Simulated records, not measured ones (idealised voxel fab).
Presented below is a process module, voxel transistor to metal.
We display cut, a cross-section 175 nm in width whose square cells are each 5 nm.
Heads up, the way a cross-section reads in here is a grid of square cells, handed over as bands from the top down, with every band being one or more rows of cells. Top height, bottom height, nm. Materials left to right, width each, nm. Single material + "everywhere" = fills band edge to edge. "air" = empty. A quick word on heights: they are counted from 0, and under that level the wafer as it came to us is one material throughout. The lowest band is different from the rest in having no bottom; it simply continues downward, written as in "0 nm and below". Width "30..40": first value at the band's top row of cells, second value at its bottom row, equal change from row to row. No cell of the cross-section changed in a step that is given as "same as before". For the entry "Unvented voids", the listed items are empty spaces with no open way to the top whose size is 8 cells or more; each item follows the pattern width x height at distance, where distance is from the left edge and all three are in nm. On a step's line, text after the settings is the simulator commenting on that step. The optional step-line setting "overlay nm" applies to steps with a mask and quantifies how far to the right of its planned location the mask lay, a negative value indicating leftward placement.

The steps planned for the process are as follows
step 1: op RECEIVE | material Si
step 2: op OXIDIZE | depth nm 5
step 3: op CONFORMAL_DEP | material SiN | thk nm 10
step 4: op DIRECTIONAL_DEP | material aC | thk nm 10
step 5: op PATTERN | tone cover | mask id ACTIVE | material resist | width nm 105 | thk nm 30 | overlay nm 0
step 6: op DIRECTIONAL_ETCH | etch materials aC | depth nm 10
step 7: op STRIP | etch materials resist
step 8: op DIRECTIONAL_ETCH | etch materials SiN | depth nm 10
step 9: op DIRECTIONAL_ETCH | etch materials SiO2 | depth nm 5
step 10: op DIRECTIONAL_ETCH | etch materials Si | depth nm 25
step 11: op STRIP | etch materials aC
step 12: op FILL_DEP | material SiO2 | thk nm 15
step 13: op CMP | height nm 10
step 14: op SELECTIVE_ETCH | etch materials SiO2 | depth nm 5
step 15: op STRIP | etch materials SiN
step 16: op SELECTIVE_ETCH | etch materials SiO2 | depth nm 5
step 17: op OXIDIZE | depth nm 5
step 18: op DIRECTIONAL_DEP | material polySi | thk nm 30
step 19: op DIRECTIONAL_DEP | material SiCN | thk nm 15
step 20: op PATTERN | tone cover | mask id GATE | material resist | width nm 15 | thk nm 20 | overlay nm 0
step 21: op DIRECTIONAL_ETCH | etch materials SiCN | depth nm 25
step 22: op DIRECTIONAL_ETCH | etch materials polySi | depth nm 40
step 23: op STRIP | etch materials resist
step 24: op CONFORMAL_DEP | material SiO2 | thk nm 5
step 25: op DIRECTIONAL_ETCH | etch materials SiO2 | depth nm 5
step 26: op CONFORMAL_DEP | material SiN | thk nm 10
step 27: op DIRECTIONAL_ETCH | etch materials SiN | depth nm 10
step 28: op DIRECTIONAL_ETCH | etch materials SiO2 | depth nm 5
step 29: op DIRECTIONAL_ETCH | etch materials Si | depth nm 15
step 30: op EPI | material pSi | thk nm 20
step 31: op FILL_DEP | material SiO2 | thk nm 5
step 32: op CMP | height nm 40
step 33: op DIRECTIONAL_DEP | material SiO2 | thk nm 15
step 34: op PATTERN | tone open | mask id CONTACT | material resist | width nm 20 | pitch nm 65 | thk nm 20 | overlay nm 0
step 35: op DIRECTIONAL_ETCH | etch materials SiO2 | depth nm 45
step 36: op STRIP | etch materials resist
step 37: op CONFORMAL_DEP | material TiN | thk nm 5
step 38: op FILL_DEP | material Ru | thk nm 5
step 39: op CMP | height nm 55
step 40: op DIRECTIONAL_DEP | material TiN | thk nm 5
step 41: op DIRECTIONAL_DEP | material Ru | thk nm 25
step 42: op PATTERN | tone cover | mask id METAL_1 | material resist | width nm 20 | pitch nm 65 | thk nm 20 | overlay nm 0
step 43: op DIRECTIONAL_ETCH | etch materials Ru | depth nm 25
step 44: op DIRECTIONAL_ETCH | etch materials TiN | depth nm 5
step 45: op STRIP | etch materials resist
step 46: op FILL_DEP | material SiO2 | thk nm 5
step 47: op CMP | height nm 85
step 48: op CONFORMAL_DEP | material SiN | thk nm 5

Wafer at receipt (post step 1), cross-section
- 0 nm and below = Si everywhere
- Unvented voids: none

The plan above was carried out on the starting structure above with one mistake, and this cross-section shows the wafer at the end of the module
- 90 nm to 85 nm = SiN everywhere
- 85 nm to 60 nm = 45 SiO2; 20 Ru; 45 SiO2; 20 Ru; 45 SiO2
- 60 nm to 55 nm = 45 SiO2; 20 TiN; 45 SiO2; 20 TiN; 45 SiO2
- 55 nm to 40 nm = 45 SiO2; 5 TiN; 10 Ru; 5 TiN; 45 SiO2; 5 TiN; 10 Ru; 5 TiN; 45 SiO2
- 40 nm to 15 nm = 45 SiO2; 5 TiN; 10 Ru; 5 TiN; 10 SiN; 5 SiO2; 15 polySi; 5 SiO2; 10 SiN; 5 TiN; 10 Ru; 5 TiN; 45 SiO2
- 15 nm to 10 nm = 45 SiO2; 20 TiN; 45 SiO2; 20 TiN; 45 SiO2
- 10 nm to 0 nm = 35 SiO2; 105 SiN; 35 SiO2
- 0 nm to -5 nm = SiO2 everywhere
- -5 nm to -30 nm = 35 SiO2; 105 Si; 35 SiO2
- -30 nm and below = Si everywhere
- Unvented voids: none
Finding, execution versus plan: step 13 of the plan did not run at all; it was left out
